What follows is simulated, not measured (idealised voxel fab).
The process module that follows is named voxel plated lines.
The cross-section shown here is cut; it is 260 nm wide and divided into square cells measuring 5 nm on a side.
This document writes a cross-section as a grid whose cells are square, and gives it as bands, listed from the top down; one or more rows of cells form a band.
First you get the band's top height and its bottom height, in nm, and then the materials it's made of, left to right, with each width in nm. If you see a single material with "everywhere", that one covers the band edge to edge. "empty" is empty space.
Zero point of the height axis is 0; under it, received wafer = one material. Lowest band: continues down indefinitely, "z 0 and below".
Top row gets the first number, bottom row gets the second, and each row in between changes by the same step: that is how a band width like "30->40" works.
What does "nothing got changed" mean for a step? It means no cell of the cross-section changed in that step.
For the entry "Unvented cavities", the listed items are empty spaces with no open way to the top whose size is 8 cells or more; each item follows the pattern width x height at distance, where distance is from the left edge and all three are in nm.
If you see something after the settings on a step's line, that's the simulator's own remark about that step.
Each step line may optionally specify "overlay nm", which for a step with a mask gives the rightward distance between the mask's planned place and where it lay, a negative value indicating the leftward direction.
### The planned process steps are enumerated hereunder
1) RECEIVE [material Si]
2) CONFORMAL_DEP [material SiO2] [thk nm 15]
3) DIRECTIONAL_DEP [material TiN] [thk nm 5]
4) PATTERN [tone open] [mask id LINES] [material resist] [width nm 20] [pitch nm 35] [thk nm 40] [overlay nm 0]
5) EPI [material Ru] [thk nm 10]
6) EPI [material Ru] [thk nm 5]
7) EPI [material Ru] [thk nm 10]
8) STRIP [etch materials resist]
9) DIRECTIONAL_ETCH [etch materials TiN] [depth nm 5]
10) CONFORMAL_DEP [material SiN] [thk nm 10]
### So this is the incoming wafer in cross-section - it's already been through step 1
  z 0 and below  Si everywhere
  Unvented cavities: none
### Same starting wafer, same plan as above, one mistake in the execution; this is the cross-section at the end of the module
  z 55 to 45  SiN everywhere
  z 45 to 20  65 nm Ru; 20 nm SiN; 15 nm Ru; 20 nm SiN; 15 nm Ru; 20 nm SiN; 15 nm Ru; 20 nm SiN; 70 nm Ru
  z 20 to 15  65 nm TiN; 20 nm SiN; 15 nm TiN; 20 nm SiN; 15 nm TiN; 20 nm SiN; 15 nm TiN; 20 nm SiN; 70 nm TiN
  z 15 to 0  SiO2 everywhere
  z 0 and below  Si everywhere
  Unvented cavities: none
Want to know what went wrong? rather than as planned, step 4 actually ran as PATTERN [tone cover] [mask id LINES] [material resist] [width nm 20] [pitch nm 35] [thk nm 40] [overlay nm 0]
